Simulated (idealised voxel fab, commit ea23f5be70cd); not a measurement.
process module | voxel local oxidation
Xsec cut, 175 nm wide, square cell size 5 nm.
We lay out every cross-section as a grid of square cells and spell it out in bands from the top down, where one band means one or more rows of cells.
Heads up on the band format: heights come first, top then bottom, in nm. After that it's the materials left to right, each with its width in nm. A single material flagged "full width" fills the whole band edge to edge, and "air" means there's empty space there.
Height is counted from the level 0, under which the received wafer is composed throughout of one material. The lowest of the bands is not closed at the bottom but continues downward, in the notation "0 nm and below".
When a width is written as two numbers, as in "30 to 40", the first number is the width in the top row of cells of the band and the second is the width in its bottom row, and the width changes by the same amount from each row to the next.
No cell of the cross-section changed in a step that is given as "no alteration".
"Tabulated closed voids" means: voids of 8 cells or more that are shut off from the top with no open way through. Written width x height at distance, distance from the left edge, in nm.
Anything after a step's settings on that line? It's the simulator's own note about the step.
overlay nm: how far to the right of its planned place the mask lay on this masked step (negative: to the left).

-- These are the steps we planned for the process
1 RECEIVE | material Si
2 CONFORMAL_DEP | material SiO2 | thk nm 5
3 CONFORMAL_DEP | material SiN | thk nm 15
4 MASKED_ETCH | tone cover | mask id ACTIVE | width nm 90 | etch materials SiN | depth nm 15 | overlay nm 0
5 SELECTIVE_ETCH | etch materials SiO2 | depth nm 5
6 OXIDIZE | depth nm 15
7 STRIP | etch materials SiN

-- Here's what the wafer looked like in cross-section when it arrived - that's after step 1
0 nm and below  Si full width
Tabulated closed voids: none

-- Cross-section at module end, one run error; start and plan unchanged from above
5 nm to 0 nm  55 air | 80 SiO2 | 40 air
0 nm to -15 nm  70 SiO2 | 50 Si | 55 SiO2
-15 nm and below  Si full width
Tabulated closed voids: none
Diagnosis: not per plan at step 4, really ran MASKED_ETCH | tone cover | mask id ACTIVE | width nm 90 | etch materials SiN | depth nm 15 | overlay nm 10
